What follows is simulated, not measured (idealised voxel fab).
Module name: voxel wiring stack (process module)
Xsec cut, 155 nm wide, square cell size 5 nm.
In what follows, cross-sections appear as grids of square cells, described through bands that run from the top down, where every band is one or more rows of cells.
First you get the band's top height and its bottom height, in nm, and then the materials it's made of, left to right, with each width in nm. If you see a single material with "everywhere", that one covers the band edge to edge. "air" is empty space.
All heights in this document are referenced to 0, defined as the level beneath which the wafer, as received, consists entirely of one material. The lowest band is not bounded below; it extends indefinitely downward and is written in the form "top 0, no bottom".
A two-number width, for instance "30..40", indicates that the width is equal to the first number in the top row of the band and to the second number in the bottom row, and that it changes by a constant amount per row of cells.
Any step labelled "remains unaltered" changed none of the cells in the cross-section.
Under "Entrapped voids" you'll find the enclosed gaps, the ones with no way out to the top, that are 8 cells or bigger; each reads width x height at distance, with distance counted from the left edge, everything in nm.
Post-settings text on a step line: simulator's own remark regarding the step.
overlay nm: step with mask; distance mask lay right of planned place; negative value = left of planned place.

**Set out below are the planned steps of the process**
- 1: RECEIVE,material Si
- 2: CONFORMAL_DEP,material SiO2,thk nm 10
- 3: DIRECTIONAL_DEP,material TiN,thk nm 5
- 4: DIRECTIONAL_DEP,material Ru,thk nm 25
- 5: PATTERN,tone cover,mask id METAL_1,material resist,width nm 30,pitch nm 45,thk nm 20,overlay nm 0
- 6: DIRECTIONAL_ETCH,etch materials Ru,depth nm 25
- 7: DIRECTIONAL_ETCH,etch materials TiN,depth nm 5
- 8: STRIP,etch materials resist
- 9: CONFORMAL_DEP,material SiN,thk nm 5
- 10: FILL_DEP,material SiO2,thk nm 5
- 11: CMP,height nm 40
- 12: CONFORMAL_DEP,material SiCN,thk nm 5
- 13: DIRECTIONAL_DEP,material SiO2,thk nm 30
- 14: DIRECTIONAL_DEP,material aC,thk nm 10
- 15: PATTERN,tone open,mask id METAL_2_HOLES,material resist,width nm 15,pitch nm 45,thk nm 25,overlay nm 0
- 16: DIRECTIONAL_ETCH,etch materials aC,depth nm 10
- 17: STRIP,etch materials resist
- 18: DIRECTIONAL_ETCH,etch materials SiO2,depth nm 30
- 19: STRIP,etch materials aC
- 20: DIRECTIONAL_DEP,material aC,thk nm 15
- 21: PATTERN,tone open,mask id METAL_2,material resist,width nm 30,pitch nm 45,thk nm 35,overlay nm 0
- 22: DIRECTIONAL_ETCH,etch materials aC,depth nm 15
- 23: STRIP,etch materials resist
- 24: DIRECTIONAL_ETCH,etch materials SiO2,depth nm 15
- 25: DIRECTIONAL_ETCH,etch materials SiCN,depth nm 5
- 26: STRIP,etch materials aC
- 27: CONFORMAL_DEP,material TiN,thk nm 5
- 28: FILL_DEP,material Cu,thk nm 5
- 29: CMP,height nm 75
- 30: CONFORMAL_DEP,material SiCN,thk nm 5
- 31: DIRECTIONAL_DEP,material lowk,thk nm 10
- 32: DIRECTIONAL_DEP,material aC,thk nm 15
- 33: PATTERN,tone open,mask id PLUG_2,material resist,width nm 15,pitch nm 45,thk nm 30,overlay nm 0
- 34: DIRECTIONAL_ETCH,etch materials aC,depth nm 15
- 35: STRIP,etch materials resist
- 36: DIRECTIONAL_ETCH,etch materials lowk,depth nm 10
- 37: DIRECTIONAL_ETCH,etch materials SiCN,depth nm 5
- 38: STRIP,etch materials aC
- 39: CONFORMAL_DEP,material TiN,thk nm 5
- 40: FILL_DEP,material Cu,thk nm 5
- 41: CMP,height nm 90
- 42: DIRECTIONAL_DEP,material TiN,thk nm 5
- 43: DIRECTIONAL_DEP,material W,thk nm 20
- 44: DIRECTIONAL_DEP,material aC,thk nm 15
- 45: PATTERN,tone cover,mask id METAL_3,material resist,width nm 30,pitch nm 45,thk nm 30,overlay nm 0
- 46: DIRECTIONAL_ETCH,etch materials aC,depth nm 15
- 47: STRIP,etch materials resist
- 48: DIRECTIONAL_ETCH,etch materials W,depth nm 20
- 49: DIRECTIONAL_ETCH,etch materials TiN,depth nm 5
- 50: STRIP,etch materials aC
- 51: CONFORMAL_DEP,material SiN,thk nm 5
- 52: FILL_DEP,material lowk,thk nm 5
- 53: CMP,height nm 115
- 54: CONFORMAL_DEP,material SiN,thk nm 5
Where the wafers of this document differ is in the overlay nm of step 15; they start out the same, and the plan states the value that applied to the first wafer.

**First of several wafers, received after step 1, in cross-section**
  top 0, no bottom | Si everywhere
  Entrapped voids: none

**Per-wafer rows below. For each material: cells gained (+) or lost (-) since the wafer was received, as of end of module. Then: closed voids**
overlay nm 0 | +42 Cu | +90 Ru | +44 SiCN | +111 SiN | +202 SiO2 | +111 TiN | +72 W | +72 lowk | Entrapped voids: none
overlay nm 5 | +42 Cu | +90 Ru | +44 SiCN | +111 SiN | +202 SiO2 | +111 TiN | +72 W | +72 lowk | Entrapped voids: none
overlay nm 10 | +42 Cu | +90 Ru | +44 SiCN | +111 SiN | +202 SiO2 | +111 TiN | +72 W | +72 lowk | Entrapped voids: none
overlay nm 15 | +42 Cu | +90 Ru | +44 SiCN | +111 SiN | +202 SiO2 | +111 TiN | +72 W | +72 lowk | Entrapped voids: none
